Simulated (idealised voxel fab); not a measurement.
process module | voxel capacitor over wiring
cross-section cut | 160 nm wide | cells 5 nm
A cross-section is a grid of square cells, given in bands from the top down. A band is one or more rows of cells.
Each band's line starts with the height of the band's top and of its bottom, in nm. Then come its materials from left to right, each with its width in nm. One material with "throughout" fills the band from edge to edge. "air" is empty space.
Height 0 is the level under which the wafer as received is all one material. The lowest band goes on downwards, as in "0 down".
A width such as "30 to 40" changes by the same amount from each row of cells to the next, from the band's top row to its bottom row.
"no change" after a step means that no cell of the cross-section changed.
closed voids: empty space of 8 cells or more with no open way to the top, each as width x height at its distance from the left edge, in nm
after a step's settings: what the simulator itself notes on the step
overlay nm, on a step with a mask: how far to the right of its planned place the mask lay; to the left if negative
plan
1 op RECEIVE | material Si
2 op CONFORMAL_DEP | material SiO2 | thk nm 10
3 op DIRECTIONAL_DEP | material TiN | thk nm 5
4 op DIRECTIONAL_DEP | material Ru | thk nm 15
5 op MASKED_ETCH | tone cover | mask id METAL_1 | width nm 20 | pitch nm 90 | etch materials Ru | depth nm 15 | overlay nm 0
6 op MASKED_ETCH | tone cover | mask id METAL_1 | width nm 20 | pitch nm 90 | etch materials TiN | depth nm 5 | overlay nm 0
7 op CONFORMAL_DEP | material SiN | thk nm 5
8 op FILL_DEP | material lowk | thk nm 5
9 op CMP | height nm 30
10 op CONFORMAL_DEP | material SiCN | thk nm 5
11 op DIRECTIONAL_DEP | material lowk | thk nm 20
12 op DIRECTIONAL_DEP | material aC | thk nm 10
13 op PATTERN | tone open | mask id PLUG_1 | material resist | width nm 15 | thk nm 25 | overlay nm 0
14 op DIRECTIONAL_ETCH | etch materials aC | depth nm 10
15 op STRIP | etch materials resist
16 op DIRECTIONAL_ETCH | etch materials lowk | depth nm 20
17 op DIRECTIONAL_ETCH | etch materials SiCN | depth nm 5
18 op STRIP | etch materials aC
19 op EPI | material Ru | thk nm 10
20 op EPI | material Ru | thk nm 10
21 op EPI | material Ru | thk nm 5
22 op DIRECTIONAL_DEP | material TiN | thk nm 10
23 op DIRECTIONAL_DEP | material Al2O3 | thk nm 5
24 op DIRECTIONAL_DEP | material TiN | thk nm 10
25 op MASKED_ETCH | tone cover | mask id UPPER_PLATE | width nm 75 | etch materials TiN | depth nm 10 | overlay nm 0
26 op MASKED_ETCH | tone cover | mask id UPPER_PLATE | width nm 75 | etch materials Al2O3 | depth nm 5 | overlay nm 0
27 op DIRECTIONAL_DEP | material aC | thk nm 15
28 op PATTERN | tone cover | mask id LOWER_PLATE | material resist | width nm 85 | thk nm 35 | overlay nm 0
29 op DIRECTIONAL_ETCH | etch materials aC | depth nm 15
30 op STRIP | etch materials resist
31 op DIRECTIONAL_ETCH | etch materials TiN | depth nm 10
32 op STRIP | etch materials aC
33 op FILL_DEP | material SiO2 | thk nm 20
34 op CMP | height nm 95
35 op PATTERN | tone open | mask id PLUG_2 | material resist | width nm 15 | thk nm 20 | overlay nm 0
36 op DIRECTIONAL_ETCH | etch materials SiO2 | depth nm 15
37 op STRIP | etch materials resist
38 op CONFORMAL_DEP | material TiN | thk nm 5
39 op FILL_DEP | material Cu | thk nm 5
40 op CMP | height nm 95
41 op CONFORMAL_DEP | material SiCN | thk nm 5
as received, after step 1
  0 down: Si throughout
  closed voids: none
first wafer at the end, as planned
  100 to 95: SiCN throughout
  95 to 85: SiO2 40 | TiN 5 | Cu 5 | TiN 5 | SiO2 105
  85 to 80: SiO2 40 | TiN 15 | SiO2 105
  80 to 70: SiO2 30 | TiN 75 | SiO2 55
  70 to 65: SiO2 30 | Al2O3 75 | SiO2 55
  65 to 55: SiO2 25 | TiN 85 | SiO2 50
  55 to 35: lowk 30 | Ru 15 | lowk 115
  35 to 30: SiCN 30 | Ru 15 | SiCN 115
  30 to 15: lowk 20 | SiN 5 | Ru 20 | SiN 5 | lowk 60 | SiN 5 | Ru 20 | SiN 5 | lowk 20
  15 to 10: SiN 25 | TiN 20 | SiN 70 | TiN 20 | SiN 25
  10 to 0: SiO2 throughout
  0 down: Si throughout
  closed voids: none
second wafer at the end: like start, like plan, one mistake
  100 to 95: SiCN throughout
  95 to 85: SiO2 40 | TiN 5 | Cu 5 | TiN 5 | SiO2 105
  85 to 80: SiO2 40 | TiN 15 | SiO2 105
  80 to 70: SiO2 45 | TiN 60 | SiO2 55
  70 to 65: SiO2 45 | Al2O3 60 | SiO2 55
  65 to 55: SiO2 25 | TiN 85 | SiO2 50
  55 to 50: lowk 30 | Al2O3 15 | lowk 115
  50 to 40: lowk 30 | TiN 15 | lowk 115
  40 to 35: lowk throughout
  35 to 30: SiCN throughout
  30 to 15: lowk 20 | SiN 5 | Ru 20 | SiN 5 | lowk 60 | SiN 5 | Ru 20 | SiN 5 | lowk 20
  15 to 10: SiN 25 | TiN 20 | SiN 70 | TiN 20 | SiN 25
  10 to 0: SiO2 throughout
  0 down: Si throughout
  closed voids: none
what went wrong: step 16 ran as: op DIRECTIONAL_ETCH | etch materials lowk | depth nm 15
at the end the second wafer has, in cells: 15 fewer of Ru | 3 more of SiCN | 9 more of SiO2 | 3 more of lowk
